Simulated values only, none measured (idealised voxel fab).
Documented hereafter: the process module known as voxel ribs on slabs.
It is cross-section cut that appears here, measuring 290 nm in width, its square cells being 5 nm in size.
Each cross-section below is a grid of square cells, stated as bands in top-down order, with one or more rows of cells making up each band. Top height, bottom height, nm. Materials left to right, width each, nm. Single material + "throughout" = fills band edge to edge. "empty" = empty. Height is counted from the level 0, under which the received wafer is composed throughout of one material. The lowest of the bands is not closed at the bottom but continues downward, in the notation "top 0, no bottom". The notation "30 to 40" denotes a width that varies across the rows of cells in the band, beginning at the first number in the top row, finishing at the second number in the bottom row, and changing by an identical amount from each row to the next. Reading "remains unaltered" for a step: not a cell of the cross-section changed in it. Under "closed voids" you'll find the enclosed gaps, the ones with no way out to the top, that are 8 cells or bigger; each reads width x height at distance, with distance counted from the left edge, everything in nm. Whatever follows a step's settings on its line is a remark the simulator itself makes about that step. overlay nm: mask offset rightward from planned place, masked step; negative means leftward offset.

# Listed below are the process steps as planned
- 1: RECEIVE with material Si
- 2: DIRECTIONAL_DEP with material SiO2, thk nm 20
- 3: DIRECTIONAL_DEP with material polySi, thk nm 15
- 4: MASKED_ETCH with tone cover, mask id RIB, width nm 25, etch materials polySi, depth nm 5, overlay nm 0
- 5: DIRECTIONAL_DEP with material aC, thk nm 10
- 6: PATTERN with tone cover, mask id SLAB, material resist, width nm 75, thk nm 25, overlay nm 0
- 7: DIRECTIONAL_ETCH with etch materials aC, depth nm 10
- 8: STRIP with etch materials resist
- 9: DIRECTIONAL_ETCH with etch materials polySi, depth nm 10
- 10: STRIP with etch materials aC
- 11: FILL_DEP with material SiO2, thk nm 20
- 12: CMP with height nm 45
- 13: DIRECTIONAL_DEP with material TiN, thk nm 5
- 14: DIRECTIONAL_DEP with material aC, thk nm 15
- 15: PATTERN with tone cover, mask id HEATER, material resist, width nm 35, thk nm 35, overlay nm 0
- 16: DIRECTIONAL_ETCH with etch materials aC, depth nm 15
- 17: STRIP with etch materials resist
- 18: DIRECTIONAL_ETCH with etch materials TiN, depth nm 5
- 19: STRIP with etch materials aC
- 20: CONFORMAL_DEP with material SiO2, thk nm 5

# Incoming wafer in cross-section (state: after step 1)
  top 0, no bottom | Si throughout
  closed voids: none

# a wafer at the end: this start, this plan, one mistake
  top 70, bottom 50 | SiO2 throughout
  top 50, bottom 45 | TiN throughout
  top 45, bottom 35 | SiO2 throughout
  top 35, bottom 30 | 130 SiO2 | 25 polySi | 135 SiO2
  top 30, bottom 20 | 105 SiO2 | 75 polySi | 110 SiO2
  top 20, bottom 0 | SiO2 throughout
  top 0, no bottom | Si throughout
  closed voids: none
Error vs. plan: step 14 did not happen as planned, as run it was DIRECTIONAL_DEP with material SiO2, thk nm 15
